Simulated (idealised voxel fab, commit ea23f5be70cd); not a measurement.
Process module name: voxel wiring stack
Cross-sectional view cut (width: 220 nm; square cell size: 5 nm).
Cross-section spec: square-cell grid; bands listed top down; each band is one or more rows. Each band's line starts with the height of the band's top and of its bottom, in nm. Then come its materials from left to right, each with its width in nm. One material with "edge to edge" fills the band from edge to edge. "blank" is empty space. Counting heights begins at 0, where everything beneath is, in the wafer as received, one material. The lowest band has no bottom; it goes on downwards, as "0 -> down" shows. When a width is written as two numbers, as in "30->40", the first number is the width in the top row of cells of the band and the second is the width in its bottom row, and the width changes by the same amount from each row to the next. The cross-section has no changed cell in any step marked "nothing different". The list in "Trapped voids" covers empty spaces of 8 cells or more that cannot reach the top through any open way, and it gives each as width x height at distance; the distance is from the left edge, and width, height and distance are in nm. Read whatever lies past the settings on a step's line as the simulator's own remark about the step. "overlay nm" on a masked step: distance the mask lay right of its planned place, negative for left.
# Steps planned for the process
1,RECEIVE: material Si
2,CONFORMAL_DEP: material SiO2, thk nm 15
3,CONFORMAL_DEP: material SiN, thk nm 5
4,DIRECTIONAL_DEP: material SiO2, thk nm 15
5,DIRECTIONAL_DEP: material aC, thk nm 15
6,PATTERN: tone open, mask id METAL_1, material resist, width nm 30, pitch nm 45, thk nm 30, overlay nm 0
7,DIRECTIONAL_ETCH: etch materials aC, depth nm 15
8,STRIP: etch materials resist
9,DIRECTIONAL_ETCH: etch materials SiO2, depth nm 15
10,DIRECTIONAL_ETCH: etch materials SiN, depth nm 5
11,STRIP: etch materials aC
12,CONFORMAL_DEP: material TiN, thk nm 5
13,FILL_DEP: material Cu, thk nm 5
14,CMP: height nm 35
15,EPI: material Ru, thk nm 5
16,FILL_DEP: material SiCN, thk nm 5
17,DIRECTIONAL_DEP: material SiO2, thk nm 30
18,DIRECTIONAL_DEP: material aC, thk nm 10
19,PATTERN: tone open, mask id METAL_2, material resist, width nm 30, pitch nm 45, thk nm 25, overlay nm 0
20,DIRECTIONAL_ETCH: etch materials aC, depth nm 10
21,STRIP: etch materials resist
22,DIRECTIONAL_ETCH: etch materials SiO2, depth nm 20
23,STRIP: etch materials aC
24,DIRECTIONAL_DEP: material aC, thk nm 10
25,PATTERN: tone open, mask id METAL_2_HOLES, material resist, width nm 15, pitch nm 45, thk nm 30, overlay nm 0
26,DIRECTIONAL_ETCH: etch materials aC, depth nm 10
27,STRIP: etch materials resist
28,DIRECTIONAL_ETCH: etch materials SiO2, depth nm 10
29,DIRECTIONAL_ETCH: etch materials SiCN, depth nm 5
30,STRIP: etch materials aC
31,CONFORMAL_DEP: material TiN, thk nm 5
32,FILL_DEP: material Cu, thk nm 5
33,CMP: height nm 75
34,CONFORMAL_DEP: material SiCN, thk nm 5
35,DIRECTIONAL_DEP: material lowk, thk nm 30
36,DIRECTIONAL_DEP: material aC, thk nm 10
37,PATTERN: tone open, mask id METAL_3_HOLES, material resist, width nm 15, pitch nm 90, thk nm 25, overlay nm 0
38,DIRECTIONAL_ETCH: etch materials aC, depth nm 10
39,STRIP: etch materials resist
40,DIRECTIONAL_ETCH: etch materials lowk, depth nm 30
41,STRIP: etch materials aC
42,PATTERN: tone open, mask id METAL_3, material resist, width nm 30, pitch nm 45, thk nm 20, overlay nm 0
43,DIRECTIONAL_ETCH: etch materials lowk, depth nm 20
44,DIRECTIONAL_ETCH: etch materials SiCN, depth nm 5
45,STRIP: etch materials resist
46,CONFORMAL_DEP: material TiN, thk nm 5
47,FILL_DEP: material Ru, thk nm 5
48,CMP: height nm 110
49,CONFORMAL_DEP: material SiCN, thk nm 5
50,DIRECTIONAL_DEP: material lowk, thk nm 15
51,DIRECTIONAL_DEP: material aC, thk nm 15
52,PATTERN: tone open, mask id PLUG_3, material resist, width nm 15, pitch nm 45, thk nm 30, overlay nm 0
53,DIRECTIONAL_ETCH: etch materials aC, depth nm 15
54,STRIP: etch materials resist
55,DIRECTIONAL_ETCH: etch materials lowk, depth nm 15
56,DIRECTIONAL_ETCH: etch materials SiCN, depth nm 5
57,STRIP: etch materials aC
58,CONFORMAL_DEP: material TiN, thk nm 5
59,FILL_DEP: material W, thk nm 5
60,CMP: height nm 130
61,DIRECTIONAL_DEP: material TiN, thk nm 5
62,DIRECTIONAL_DEP: material W, thk nm 25
63,PATTERN: tone cover, mask id METAL_4, material resist, width nm 30, pitch nm 45, thk nm 15, overlay nm 0
64,DIRECTIONAL_ETCH: etch materials W, depth nm 25
65,DIRECTIONAL_ETCH: etch materials TiN, depth nm 5
66,STRIP: etch materials resist
67,FILL_DEP: material SiO2, thk nm 10
68,CMP: height nm 160
69,CONFORMAL_DEP: material SiN, thk nm 5
# As-received wafer cross-section (after step 1)
0 -> down  Si edge to edge
Trapped voids: none
# Here's the cross-section of the first of our two wafers at the end of the module - it ran as planned
165 -> 160  SiN edge to edge
160 -> 135  SiO2: 25 / W: 30 / SiO2: 15 / W: 30 / SiO2: 15 / W: 30 / SiO2: 15 / W: 30 / SiO2: 30
135 -> 130  SiO2: 25 / TiN: 30 / SiO2: 15 / TiN: 30 / SiO2: 15 / TiN: 30 / SiO2: 15 / TiN: 30 / SiO2: 30
130 -> 115  lowk: 25 / TiN: 5 / W: 5 / TiN: 5 / lowk: 30 / TiN: 5 / W: 5 / TiN: 5 / lowk: 30 / TiN: 5 / W: 5 / TiN: 5 / lowk: 30 / TiN: 5 / W: 5 / TiN: 5 / lowk: 45
115 -> 110  SiCN: 25 / TiN: 15 / SiCN: 30 / TiN: 15 / SiCN: 30 / TiN: 15 / SiCN: 30 / TiN: 15 / SiCN: 45
110 -> 95  lowk: 25 / TiN: 5 / Ru: 20 / TiN: 5 / lowk: 15 / TiN: 5 / Ru: 20 / TiN: 5 / lowk: 15 / TiN: 5 / Ru: 20 / TiN: 5 / lowk: 15 / TiN: 5 / Ru: 20 / TiN: 5 / lowk: 30
95 -> 90  lowk: 25 / TiN: 5 / Ru: 5 / TiN: 20 / lowk: 15 / TiN: 30 / lowk: 15 / TiN: 5 / Ru: 5 / TiN: 20 / lowk: 15 / TiN: 30 / lowk: 30
90 -> 80  lowk: 25 / TiN: 5 / Ru: 5 / TiN: 5 / lowk: 75 / TiN: 5 / Ru: 5 / TiN: 5 / lowk: 90
80 -> 75  SiCN: 25 / TiN: 15 / SiCN: 75 / TiN: 15 / SiCN: 90
75 -> 60  SiO2: 25 / TiN: 5 / Cu: 20 / TiN: 5 / SiO2: 15 / TiN: 5 / Cu: 20 / TiN: 5 / SiO2: 15 / TiN: 5 / Cu: 20 / TiN: 5 / SiO2: 15 / TiN: 5 / Cu: 20 / TiN: 5 / SiO2: 30
60 -> 55  SiO2: 25 / TiN: 5 / Cu: 5 / TiN: 20 / SiO2: 15 / TiN: 5 / Cu: 5 / TiN: 20 / SiO2: 15 / TiN: 5 / Cu: 5 / TiN: 20 / SiO2: 15 / TiN: 5 / Cu: 5 / TiN: 20 / SiO2: 30
55 -> 45  SiO2: 25 / TiN: 5 / Cu: 5 / TiN: 5 / SiO2: 30 / TiN: 5 / Cu: 5 / TiN: 5 / SiO2: 30 / TiN: 5 / Cu: 5 / TiN: 5 / SiO2: 30 / TiN: 5 / Cu: 5 / TiN: 5 / SiO2: 45
45 -> 40  SiCN: 25 / TiN: 15 / SiCN: 30 / TiN: 15 / SiCN: 30 / TiN: 15 / SiCN: 30 / TiN: 15 / SiCN: 45
40 -> 35  SiCN: 20 / Ru: 40 / SiCN: 5 / Ru: 40 / SiCN: 5 / Ru: 40 / SiCN: 5 / Ru: 40 / SiCN: 25
35 -> 20  SiO2: 25 / TiN: 5 / Cu: 20 / TiN: 5 / SiO2: 15 / TiN: 5 / Cu: 20 / TiN: 5 / SiO2: 15 / TiN: 5 / Cu: 20 / TiN: 5 / SiO2: 15 / TiN: 5 / Cu: 20 / TiN: 5 / SiO2: 30
20 -> 15  SiN: 25 / TiN: 30 / SiN: 15 / TiN: 30 / SiN: 15 / TiN: 30 / SiN: 15 / TiN: 30 / SiN: 30
15 -> 0  SiO2 edge to edge
0 -> down  Si edge to edge
Trapped voids: none
# Cross-sectional view: second of two wafers, end of module; start and plan identical to the first, one mistake in running
165 -> 160  SiN edge to edge
160 -> 135  SiO2: 25 / W: 30 / SiO2: 15 / W: 30 / SiO2: 15 / W: 30 / SiO2: 15 / W: 30 / SiO2: 30
135 -> 130  SiO2: 25 / TiN: 30 / SiO2: 15 / TiN: 30 / SiO2: 15 / TiN: 30 / SiO2: 15 / TiN: 30 / SiO2: 30
130 -> 115  lowk: 25 / TiN: 5 / W: 5 / TiN: 5 / lowk: 30 / TiN: 5 / W: 5 / TiN: 5 / lowk: 30 / TiN: 5 / W: 5 / TiN: 5 / lowk: 30 / TiN: 5 / W: 5 / TiN: 5 / lowk: 45
115 -> 110  SiCN: 25 / TiN: 15 / SiCN: 30 / TiN: 15 / SiCN: 30 / TiN: 15 / SiCN: 30 / TiN: 15 / SiCN: 45
110 -> 95  lowk: 25 / TiN: 5 / Ru: 20 / TiN: 5 / lowk: 15 / TiN: 5 / Ru: 20 / TiN: 5 / lowk: 15 / TiN: 5 / Ru: 20 / TiN: 5 / lowk: 15 / TiN: 5 / Ru: 20 / TiN: 5 / lowk: 30
95 -> 90  lowk: 25 / TiN: 5 / Ru: 5 / TiN: 20 / lowk: 15 / TiN: 30 / lowk: 15 / TiN: 5 / Ru: 5 / TiN: 20 / lowk: 15 / TiN: 30 / lowk: 30
90 -> 80  lowk: 25 / TiN: 5 / Ru: 5 / TiN: 5 / lowk: 75 / TiN: 5 / Ru: 5 / TiN: 5 / lowk: 90
80 -> 75  SiCN: 25 / TiN: 15 / SiCN: 75 / TiN: 15 / SiCN: 90
75 -> 60  SiO2: 25 / TiN: 5 / Cu: 20 / TiN: 5 / SiO2: 15 / TiN: 5 / Cu: 20 / TiN: 5 / SiO2: 15 / TiN: 5 / Cu: 20 / TiN: 5 / SiO2: 15 / TiN: 5 / Cu: 20 / TiN: 5 / SiO2: 30
60 -> 55  SiO2: 25 / TiN: 5 / Cu: 5 / TiN: 20 / SiO2: 15 / TiN: 5 / Cu: 5 / TiN: 20 / SiO2: 15 / TiN: 5 / Cu: 5 / TiN: 20 / SiO2: 15 / TiN: 5 / Cu: 5 / TiN: 20 / SiO2: 30
55 -> 45  SiO2: 25 / TiN: 5 / Cu: 5 / TiN: 5 / SiO2: 30 / TiN: 5 / Cu: 5 / TiN: 5 / SiO2: 30 / TiN: 5 / Cu: 5 / TiN: 5 / SiO2: 30 / TiN: 5 / Cu: 5 / TiN: 5 / SiO2: 45
45 -> 40  SiCN: 25 / TiN: 15 / SiCN: 30 / TiN: 15 / SiCN: 30 / TiN: 15 / SiCN: 30 / TiN: 15 / SiCN: 45
40 -> 35  Ru edge to edge
35 -> 30  TiN: 30 / Cu: 20 / TiN: 25 / Cu: 20 / TiN: 25 / Cu: 20 / TiN: 25 / Cu: 20 / TiN: 35
30 -> 20  SiO2: 25 / TiN: 5 / Cu: 20 / TiN: 5 / SiO2: 15 / TiN: 5 / Cu: 20 / TiN: 5 / SiO2: 15 / TiN: 5 / Cu: 20 / TiN: 5 / SiO2: 15 / TiN: 5 / Cu: 20 / TiN: 5 / SiO2: 30
20 -> 15  SiO2: 25 / TiN: 30 / SiO2: 15 / TiN: 30 / SiO2: 15 / TiN: 30 / SiO2: 15 / TiN: 30 / SiO2: 30
15 -> 0  SiO2 edge to edge
0 -> down  Si edge to edge
Trapped voids: none
Plan not followed: step 3 in the plan did not get run; it was skipped
Final wafer comparison in cells, second versus first, more or fewer per material: Ru: 12 more; SiCN: 12 fewer; SiN: 20 fewer; TiN: 20 more
